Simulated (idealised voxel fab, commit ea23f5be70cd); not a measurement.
Presented below is a process module, voxel self aligned contacts.
185 nm wide, 5 nm square cells: that's cross-section cut.
The cross-sections in this document take the form of a grid made of square cells. They are written out as bands, in order from top to bottom. Each band consists of one or more rows of cells. Band: top and bottom heights (nm) first, top before bottom; then materials from left to right, widths in nm. "edge to edge" marks a sole material filling the band edge to edge. "blank" denotes empty space. Where do heights start? At 0: under that level the wafer as delivered is made of one material only. And the lowest band has no floor; it just carries on downward, as in "0 down". The two numbers in a width such as "30 to 40" mark its ends across the band: the first belongs to the top row of cells, the second to the bottom row, and from each row to the next the width moves by the same amount. Where a step carries "no change", the cross-section came out of it unchanged, cell for cell. Empty spaces without an open route to the top, at least 8 cells in extent, make up the entry "Sealed internal voids"; each is given as width x height at distance, where the distance is measured from the left edge, and all are in nm. Formally, on a step line, whatever follows the settings is a remark that the simulator itself makes on the step. "overlay nm", when on a step's line for a step with a mask, measures how far to the right of its planned place the mask lay; a negative measure means to the left.

LIST OF PLANNED PROCESS STEPS
| 1 | RECEIVE, material Si |
| 2 | CONFORMAL_DEP, material SiO2, thk nm 5 |
| 3 | DIRECTIONAL_DEP, material polySi, thk nm 30 |
| 4 | DIRECTIONAL_DEP, material SiN, thk nm 20 |
| 5 | MASKED_ETCH, tone cover, mask id GATE, width nm 25, pitch nm 60, etch materials SiN, depth nm 20, overlay nm 0 |
| 6 | MASKED_ETCH, tone cover, mask id GATE, width nm 25, pitch nm 60, etch materials polySi, depth nm 30, overlay nm 0 |
| 7 | CONFORMAL_DEP, material SiN, thk nm 10 |
| 8 | DIRECTIONAL_ETCH, etch materials SiN, depth nm 10 |
| 9 | FILL_DEP, material SiO2, thk nm 10 |
| 10 | CMP, height nm 60 |
| 11 | DIRECTIONAL_DEP, material aC, thk nm 10 |
| 12 | PATTERN, tone open, mask id CONTACT, material resist, width nm 45, thk nm 25, overlay nm -15 |
| 13 | DIRECTIONAL_ETCH, etch materials aC, depth nm 10 |
| 14 | STRIP, etch materials resist |
| 15 | DIRECTIONAL_ETCH, etch materials SiO2, depth nm 60 |
| 16 | STRIP, etch materials aC |
| 17 | CONFORMAL_DEP, material TiN, thk nm 5 |
| 18 | FILL_DEP, material Ru, thk nm 10 |
| 19 | CMP, height nm 60 |
| 20 | CONFORMAL_DEP, material SiCN, thk nm 5 |
The wafers in this document start out alike and differ in the overlay nm applied at step 12; the plan shows the value used for the first wafer.

CROSS-SECTION OF THE FIRST OF SEVERAL WAFERS ON RECEIPT, REFLECTING COMPLETION OF STEP 1
- 0 down | Si edge to edge
- Sealed internal voids: none

MODULE FINISHED, LAST STEP 20 DONE: CROSS-SECTION OF THE FIRST OF SEVERAL WAFERS
- 65 to 60 | SiCN edge to edge
- 60 to 55 | SiO2: 55, then TiN: 35, then Ru: 5, then TiN: 5, then SiO2: 85
- 55 to 35 | SiO2: 40, then SiN: 45, then TiN: 5, then Ru: 5, then TiN: 5, then SiN: 45, then SiO2: 40
- 35 to 5 | SiO2: 40, then SiN: 10, then polySi: 25, then SiN: 10, then TiN: 5, then Ru: 5, then TiN: 5, then SiN: 10, then polySi: 25, then SiN: 10, then SiO2: 40
- 5 to 0 | SiO2: 85, then TiN: 15, then SiO2: 85
- 0 down | Si edge to edge
- Sealed internal voids: none

SHOWING THE LAST WAFER IN CROSS-SECTION AT THE END OF THE MODULE
- 65 to 60 | SiCN edge to edge
- 60 to 55 | SiO2: 85, then TiN: 5, then Ru: 5, then TiN: 35, then SiO2: 55
- 55 to 35 | SiO2: 40, then SiN: 45, then TiN: 5, then Ru: 5, then TiN: 5, then SiN: 45, then SiO2: 40
- 35 to 5 | SiO2: 40, then SiN: 10, then polySi: 25, then SiN: 10, then TiN: 5, then Ru: 5, then TiN: 5, then SiN: 10, then polySi: 25, then SiN: 10, then SiO2: 40
- 5 to 0 | SiO2: 85, then TiN: 15, then SiO2: 85
- 0 down | Si edge to edge
- Sealed internal voids: none

BELOW: A ROW PER WAFER. CONTENTS AT END OF MODULE: FOR EVERY MATERIAL, CELLS GAINED SINCE RECEIPT (+) OR LOST SINCE RECEIPT (-); THEN CLOSED VOIDS
overlay nm -15; +11 Ru; +37 SiCN; +120 SiN; +222 SiO2; +31 TiN; +60 polySi; Sealed internal voids: none
overlay nm -10; +11 Ru; +37 SiCN; +120 SiN; +222 SiO2; +31 TiN; +60 polySi; Sealed internal voids: none
overlay nm -5; +11 Ru; +37 SiCN; +120 SiN; +222 SiO2; +31 TiN; +60 polySi; Sealed internal voids: none
overlay nm 0; +11 Ru; +37 SiCN; +120 SiN; +222 SiO2; +31 TiN; +60 polySi; Sealed internal voids: none
overlay nm 5; +11 Ru; +37 SiCN; +120 SiN; +222 SiO2; +31 TiN; +60 polySi; Sealed internal voids: none
overlay nm 10; +11 Ru; +37 SiCN; +120 SiN; +222 SiO2; +31 TiN; +60 polySi; Sealed internal voids: none
overlay nm 15; +11 Ru; +37 SiCN; +120 SiN; +222 SiO2; +31 TiN; +60 polySi; Sealed internal voids: none
